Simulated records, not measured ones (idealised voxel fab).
The document below concerns the process module designated voxel transistor to metal.
cross-section cut | 240 nm wide | cells 5 nm
The cross-sections in this document take the form of a grid made of square cells. They are written out as bands, in order from top to bottom. Each band consists of one or more rows of cells. What a band's entry tells you: where the top is and where the bottom is, as heights in nm, and after that what lies inside, material by material from left to right, each with its width in nm. Empty space is written as the word "air", and a single material marked with the word "full width" occupies the band from edge to edge. Heights are measured from 0, the level below which the as-received wafer is all one material; the lowest band has no bottom and continues downward, written as in "0 -> down". When a width is written as two numbers, as in "30..40", the first number is the width in the top row of cells of the band and the second is the width in its bottom row, and the width changes by the same amount from each row to the next. For the purposes of this document, the phrase "remained the same" attached to a step denotes that no cell within the cross-section was modified by that step. For the entry "Closed void register", the listed items are empty spaces with no open way to the top whose size is 8 cells or more; each item follows the pattern width x height at distance, where distance is from the left edge and all three are in nm. On each step's line, the part that comes after the settings is the simulator's own comment on the step. "overlay nm" answers the question of how far to the right of plan the mask lay on a step that has a mask, and when it is negative the answer is to the left.
Planned process steps:
- 1: RECEIVE with material Si
- 2: CONFORMAL_DEP with material SiO2, thk nm 5
- 3: CONFORMAL_DEP with material SiN, thk nm 15
- 4: PATTERN with tone cover, mask id ACTIVE, material resist, width nm 95, pitch nm 115, thk nm 15, overlay nm 0
- 5: DIRECTIONAL_ETCH with etch materials SiN, depth nm 15
- 6: DIRECTIONAL_ETCH with etch materials SiO2, depth nm 5
- 7: DIRECTIONAL_ETCH with etch materials Si, depth nm 35
- 8: STRIP with etch materials resist
- 9: OXIDIZE with depth nm 5
- 10: FILL_DEP with material SiO2, thk nm 5
- 11: CMP with height nm 20
- 12: SELECTIVE_ETCH with etch materials SiO2, depth nm 10
- 13: STRIP with etch materials SiN
- 14: SELECTIVE_ETCH with etch materials SiO2, depth nm 5
- 15: OXIDIZE with depth nm 5
- 16: DIRECTIONAL_DEP with material polySi, thk nm 20
- 17: DIRECTIONAL_DEP with material SiCN, thk nm 15
- 18: DIRECTIONAL_DEP with material aC, thk nm 15
- 19: PATTERN with tone cover, mask id GATE, material resist, width nm 15, pitch nm 115, thk nm 30, overlay nm 0
- 20: DIRECTIONAL_ETCH with etch materials aC, depth nm 15
- 21: STRIP with etch materials resist
- 22: DIRECTIONAL_ETCH with etch materials SiCN, depth nm 25
- 23: DIRECTIONAL_ETCH with etch materials polySi, depth nm 30
- 24: STRIP with etch materials aC
- 25: CONFORMAL_DEP with material SiN, thk nm 10
- 26: DIRECTIONAL_ETCH with etch materials SiN, depth nm 10
- 27: DIRECTIONAL_ETCH with etch materials SiO2, depth nm 5
- 28: DIRECTIONAL_ETCH with etch materials Si, depth nm 10
- 29: EPI with material pSi, thk nm 10
- 30: FILL_DEP with material SiO2, thk nm 10
- 31: CMP with height nm 35
- 32: DIRECTIONAL_DEP with material SiO2, thk nm 10
- 33: PATTERN with tone open, mask id CONTACT, material resist, width nm 30, thk nm 15, overlay nm 0
- 34: DIRECTIONAL_ETCH with etch materials SiO2, depth nm 50
- 35: STRIP with etch materials resist
- 36: CONFORMAL_DEP with material TiN, thk nm 5
- 37: FILL_DEP with material Ru, thk nm 5
- 38: CMP with height nm 45
- 39: DIRECTIONAL_DEP with material TiN, thk nm 5
- 40: DIRECTIONAL_DEP with material W, thk nm 15
- 41: MASKED_ETCH with tone cover, mask id METAL_1, width nm 15, etch materials W, depth nm 15, overlay nm 0
- 42: MASKED_ETCH with tone cover, mask id METAL_1, width nm 15, etch materials TiN, depth nm 5, overlay nm 0
- 43: FILL_DEP with material SiO2, thk nm 5
- 44: CMP with height nm 65
- 45: CONFORMAL_DEP with material SiN, thk nm 5
Delivered wafer in cross-section: state after step 1:
* 0 -> down: Si full width
* Closed void register: none
The module was run from the start shown above using the plan shown above, but one mistake was made doing it; the resulting wafer cross-section is below:
* 70 -> 65: SiN full width
* 65 -> 60: 20 nm SiO2 | 15 nm TiN | 55 nm SiO2 | 15 nm TiN | 30 nm SiO2 | 15 nm TiN | 55 nm SiO2 | 15 nm TiN | 20 nm SiO2
* 60 -> 45: W full width
* 45 -> 35: 20 nm SiO2 | 5 nm TiN | 20..15 nm Ru | 5..10 nm TiN | 25 nm SiO2 | 5..10 nm TiN | 20..15 nm Ru | 5 nm TiN | 30 nm SiO2 | 5 nm TiN | 20..15 nm Ru | 5..10 nm TiN | 25 nm SiO2 | 5..10 nm TiN | 20..15 nm Ru | 5 nm TiN | 20 nm SiO2
* 35 -> 20: 20 nm SiO2 | 5 nm TiN | 15 nm Ru | 5 nm TiN | 10 nm SiN | 15 nm SiCN | 10 nm SiN | 5 nm TiN | 15 nm Ru | 5 nm TiN | 30 nm SiO2 | 5 nm TiN | 15 nm Ru | 5 nm TiN | 10 nm SiN | 15 nm SiCN | 10 nm SiN | 5 nm TiN | 15 nm Ru | 5 nm TiN | 20 nm SiO2
* 20 -> 10: 20 nm SiO2 | 5 nm TiN | 15 nm Ru | 5 nm TiN | 10 nm SiN | 15 nm polySi | 10 nm SiN | 5 nm TiN | 15 nm Ru | 5 nm TiN | 30 nm SiO2 | 5 nm TiN | 15 nm Ru | 5 nm TiN | 10 nm SiN | 15 nm polySi | 10 nm SiN | 5 nm TiN | 15 nm Ru | 5 nm TiN | 20 nm SiO2
* 10 -> 5: 20 nm SiO2 | 5 nm TiN | 5 nm Ru | 15 nm TiN | 10 nm SiN | 15 nm polySi | 10 nm SiN | 15 nm TiN | 5 nm Ru | 5 nm TiN | 30 nm SiO2 | 5 nm TiN | 5 nm Ru | 15 nm TiN | 10 nm SiN | 15 nm polySi | 10 nm SiN | 15 nm TiN | 5 nm Ru | 5 nm TiN | 20 nm SiO2
* 5 -> 0: 10 nm SiO2 | 10 nm SiN | 5 nm TiN | 5 nm Ru | 5 nm TiN | 10 nm pSi | 10 nm SiN | 15 nm polySi | 10 nm SiN | 10 nm pSi | 5 nm TiN | 5 nm Ru | 5 nm TiN | 10 nm SiN | 10 nm SiO2 | 10 nm SiN | 5 nm TiN | 5 nm Ru | 5 nm TiN | 10 nm pSi | 10 nm SiN | 15 nm polySi | 10 nm SiN | 10 nm pSi | 5 nm TiN | 5 nm Ru | 5 nm TiN | 10 nm SiN | 10 nm SiO2
* 0 -> -5: 20 nm SiO2 | 15 nm TiN | 10 nm pSi | 35 nm SiO2 | 10 nm pSi | 15 nm TiN | 30 nm SiO2 | 15 nm TiN | 10 nm pSi | 35 nm SiO2 | 10 nm pSi | 15 nm TiN | 20 nm SiO2
* -5 -> -15: 20 nm SiO2 | 25 nm pSi | 35 nm Si | 25 nm pSi | 30 nm SiO2 | 25 nm pSi | 35 nm Si | 25 nm pSi | 20 nm SiO2
* -15 -> -40: 20 nm SiO2 | 85 nm Si | 30 nm SiO2 | 85 nm Si | 20 nm SiO2
* -40 -> down: Si full width
* Closed void register: none
Misprocessing identified: plan vs actual: 39 and 40 interchanged
